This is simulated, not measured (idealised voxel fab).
The name of this process module is voxel wiring stack.
We display cut, a cross-section 290 nm in width whose square cells are each 5 nm.
A cross-section is written here as square cells arranged in a grid, and it is given in bands from the top down, each band taking up one or more rows of cells.
Band: top and bottom heights (nm) first, top before bottom; then materials from left to right, widths in nm. "edge to edge" marks a sole material filling the band edge to edge. "air" denotes empty space.
Heights are reckoned from 0. Under this level, the received wafer is all of one material. The bottommost band is open-ended downward, for example "0 down".
You'd read "30->40" like this: the band's top row of cells is as wide as the first number, its bottom row is as wide as the second, and going down, every row changes width by the same amount as the row before did.
Given "all unchanged" for a step, no cell of the cross-section differs between before and after that step.
"Non-vented voids" lists enclosed empty spaces (at least 8 cells, no open path upward to the top), each as width x height at distance from the left edge, in nm.
On a step's line, text after the settings is the simulator commenting on that step.
For masked steps, "overlay nm" on the step line gives how far right of plan the mask actually lay; a minus sign means it lay to the left.
-- The planned process steps are enumerated hereunder
1 op RECEIVE | material Si
2 op CONFORMAL_DEP | material SiO2 | thk nm 10
3 op DIRECTIONAL_DEP | material TiN | thk nm 5
4 op DIRECTIONAL_DEP | material W | thk nm 20
5 op MASKED_ETCH | tone cover | mask id METAL_1 | width nm 25 | pitch nm 45 | etch materials W | depth nm 20 | overlay nm 0
6 op MASKED_ETCH | tone cover | mask id METAL_1 | width nm 25 | pitch nm 45 | etch materials TiN | depth nm 5 | overlay nm 0
7 op FILL_DEP | material lowk | thk nm 5
8 op CMP | height nm 35
9 op CONFORMAL_DEP | material SiCN | thk nm 5
10 op DIRECTIONAL_DEP | material lowk | thk nm 30
11 op DIRECTIONAL_DEP | material aC | thk nm 10
12 op PATTERN | tone open | mask id METAL_2_HOLES | material resist | width nm 15 | thk nm 30 | overlay nm 0
13 op DIRECTIONAL_ETCH | etch materials aC | depth nm 10
14 op STRIP | etch materials resist
15 op DIRECTIONAL_ETCH | etch materials lowk | depth nm 30
16 op STRIP | etch materials aC
17 op MASKED_ETCH | tone open | mask id METAL_2 | width nm 25 | pitch nm 45 | etch materials lowk | depth nm 15 | overlay nm 0
18 op MASKED_ETCH | tone open | mask id METAL_2 | width nm 25 | pitch nm 45 | etch materials SiCN | depth nm 5 | overlay nm 0
19 op CONFORMAL_DEP | material TiN | thk nm 5
20 op FILL_DEP | material Ru | thk nm 10
21 op CMP | height nm 70
22 op CONFORMAL_DEP | material SiN | thk nm 5
-- Here's what the wafer looked like in cross-section when it arrived - that's after step 1
* 0 down  Si edge to edge
* Non-vented voids: none
-- Cross-sectional view of the first of the two wafers upon completion of the module, processed in accordance with the plan
* 75 to 70  SiN edge to edge
* 70 to 60  lowk=110 / TiN=5 / Ru=15 / TiN=5 / lowk=20 / TiN=5 / Ru=15 / TiN=5 / lowk=110
* 60 to 55  lowk=110 / TiN=5 / Ru=5 / TiN=15 / lowk=20 / TiN=25 / lowk=110
* 55 to 40  lowk=110 / TiN=5 / Ru=5 / TiN=5 / lowk=165
* 40 to 35  SiCN=110 / TiN=15 / SiCN=165
* 35 to 15  lowk=110 / W=25 / lowk=20 / W=25 / lowk=110
* 15 to 10  lowk=110 / TiN=25 / lowk=20 / TiN=25 / lowk=110
* 10 to 0  SiO2 edge to edge
* 0 down  Si edge to edge
* Non-vented voids: none
-- This cross-section belongs to the second wafer of two at the end of the module; the start and the plan were shared with the first, and the run included one mistake
* 75 to 70  SiN edge to edge
* 70 to 60  Ru edge to edge
* 60 to 55  Ru=105 / TiN=25 / Ru=160
* 55 to 45  Ru=105 / TiN=5 / lowk=15 / TiN=5 / Ru=160
* 45 to 40  TiN=110 / lowk=15 / TiN=35 / Ru=15 / TiN=115
* 40 to 35  SiCN=125 / TiN=10 / SiCN=20 / TiN=25 / SiCN=110
* 35 to 15  lowk=110 / W=25 / lowk=20 / W=25 / lowk=110
* 15 to 10  lowk=110 / TiN=25 / lowk=20 / TiN=25 / lowk=110
* 10 to 0  SiO2 edge to edge
* 0 down  Si edge to edge
* Non-vented voids: none
Which mistake was made when the wafer was run? step 12 off recipe, ran as op PATTERN | tone cover | mask id METAL_2_HOLES | material resist | width nm 15 | thk nm 30 | overlay nm 0
Once processing is complete, comparing cell counts shows that the second wafer has more or fewer of certain materials than the first: Ru: 262 more | SiCN: 4 fewer | TiN: 42 more | lowk: 300 fewer
